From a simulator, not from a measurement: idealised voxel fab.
You're looking at the process module voxel fin reveal.
Cross-sectional view cut (width: 155 nm; square cell size: 5 nm).
Cross-section spec: square-cell grid; bands listed top down; each band is one or more rows. Band: top height; bottom height; in nm. Then, left to right: material with width in nm, for each material. "full width": a single material spanning edge to edge. "empty": empty space. Heights are expressed relative to 0, this being the level below which the as-received wafer comprises one material exclusively. The lowest band is unbounded in the downward direction and is denoted as in "0 and below". A width given as "30->40" starts at the first number in the band's top row and ends at the second number in its bottom row, shifting by an equal amount at every step from row to row. It should be understood that the words "no alterations made", when stated for a given step, signify that the cross-section underwent no change in any of its cells during that step. Listed in "Enclosed void entries": every empty space of 8 or more cells without an open way to the top. Form: width x height at distance, the distance being from the left edge, all in nm. Note: text after step settings on the step line = simulator remark on that step. "overlay nm" denotes, for a step that has a mask, the displacement of the mask to the right of its planned place, with negative values corresponding to the left.
### The process steps that were planned are listed below
1) RECEIVE, material Si
2) CONFORMAL_DEP, material SiN, thk nm 10
3) DIRECTIONAL_DEP, material aC, thk nm 15
4) PATTERN, tone cover, mask id FINS, material resist, width nm 15, pitch nm 40, thk nm 30, overlay nm 0
5) DIRECTIONAL_ETCH, etch materials aC, depth nm 15
6) STRIP, etch materials resist
7) DIRECTIONAL_ETCH, etch materials SiN, depth nm 10
8) DIRECTIONAL_ETCH, etch materials Si, depth nm 30
9) STRIP, etch materials aC
10) FILL_DEP, material SiO2, thk nm 15
11) CMP, height nm 10
12) SELECTIVE_ETCH, etch materials SiO2, depth nm 30
13) STRIP, etch materials SiN
14) CONFORMAL_DEP, material HfO2, thk nm 5
### Cross-section: wafer on arrival = after step 1
- 0 and below  Si full width
- Enclosed void entries: none
### One mistake in running the module, otherwise start and plan as above: cross-section at the end
- 15 down to 0  empty=35 | HfO2=85 | empty=35
- 0 down to -5  empty=35 | HfO2=15 | Si=15 | HfO2=25 | Si=15 | HfO2=15 | empty=35
- -5 down to -20  HfO2=50 | Si=15 | HfO2=25 | Si=15 | HfO2=50
- -20 down to -30  SiO2=50 | Si=15 | SiO2=25 | Si=15 | SiO2=50
- -30 and below  Si full width
- Enclosed void entries: none
Here's what went sideways: step 14 was run on a setting that differed from the plan, and what really ran there is CONFORMAL_DEP, material HfO2, thk nm 15
